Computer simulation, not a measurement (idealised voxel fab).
Process module in this document: voxel air gaps
The cross-section on display is named cut; it measures 210 nm wide, and its cells are 5 nm squares.
Each cross-section below is a grid of square cells, stated as bands in top-down order, with one or more rows of cells making up each band. Band: top height; bottom height; in nm. Then, left to right: material with width in nm, for each material. "full width": a single material spanning edge to edge. "air": empty space. Beneath 0, the wafer as received is one material, and that level is where height counting begins. The lowest band goes on downward without a bottom; it is written like "0..down". The two numbers in a width such as "30..40" mark its ends across the band: the first belongs to the top row of cells, the second to the bottom row, and from each row to the next the width moves by the same amount. Step marked "no modification"? Then no cell in the cross-section changed in it. Sealed voids: empty space of 8 cells or more with no open way to the top, each as width x height at its distance from the left edge, in nm. If you see something after the settings on a step's line, that's the simulator's own remark about that step. If you see "overlay nm" on a step's line and that step has a mask, it's telling you how far right of where it was planned the mask ended up; a negative number means it went left instead.

The steps planned for the process are as follows
1) RECEIVE [material Si]
2) CONFORMAL_DEP [material SiO2] [thk nm 10]
3) CONFORMAL_DEP [material SiN] [thk nm 5]
4) DIRECTIONAL_DEP [material lowk] [thk nm 35]
5) DIRECTIONAL_DEP [material aC] [thk nm 15]
6) PATTERN [tone open] [mask id LINES] [material resist] [width nm 15] [pitch nm 45] [thk nm 30] [overlay nm -15]
7) DIRECTIONAL_ETCH [etch materials aC] [depth nm 15]
8) STRIP [etch materials resist]
9) DIRECTIONAL_ETCH [etch materials lowk] [depth nm 35]
10) STRIP [etch materials aC]
11) CONFORMAL_DEP [material TiN] [thk nm 5]
12) FILL_DEP [material Ru] [thk nm 5]
13) CMP [height nm 50]
14) EPI [material Ru] [thk nm 10]
15) SELECTIVE_ETCH [etch materials lowk] [depth nm 45]
16) CONFORMAL_DEP [material SiCN] [thk nm 5]
Don't read the plan's overlay nm for step 6 as applying to every wafer: that's the first wafer's value, and the wafers differ in it, though they all start identical.

Step 1 complete: as-received cross-section of the first of several wafers
	0..down | Si full width
	Sealed voids: none

Per-wafer rows below. For each material: cells gained (+) or lost (-) since the wafer was received, as of end of module. Then: closed voids
overlay nm -15; +80 Ru; +146 SiCN; +42 SiN; +84 SiO2; +60 TiN; Sealed voids: 10 x 25 at 0; 20 x 25 at 35; 20 x 25 at 80; 20 x 25 at 125
overlay nm -10; +80 Ru; +146 SiCN; +42 SiN; +84 SiO2; +60 TiN; Sealed voids: 20 x 25 at 40; 20 x 25 at 85; 20 x 25 at 130
overlay nm -5; +80 Ru; +146 SiCN; +42 SiN; +84 SiO2; +60 TiN; Sealed voids: 20 x 25 at 45; 20 x 25 at 90; 20 x 25 at 135
overlay nm 0; +80 Ru; +146 SiCN; +42 SiN; +84 SiO2; +60 TiN; Sealed voids: 20 x 25 at 50; 20 x 25 at 95; 20 x 25 at 140
overlay nm 5; +80 Ru; +146 SiCN; +42 SiN; +84 SiO2; +60 TiN; Sealed voids: 20 x 25 at 55; 20 x 25 at 100; 20 x 25 at 145
overlay nm 10; +80 Ru; +146 SiCN; +42 SiN; +84 SiO2; +60 TiN; Sealed voids: 20 x 25 at 60; 20 x 25 at 105; 20 x 25 at 150
overlay nm 15; +80 Ru; +146 SiCN; +42 SiN; +84 SiO2; +60 TiN; Sealed voids: 20 x 25 at 65; 20 x 25 at 110; 20 x 25 at 155; 10 x 25 at 200
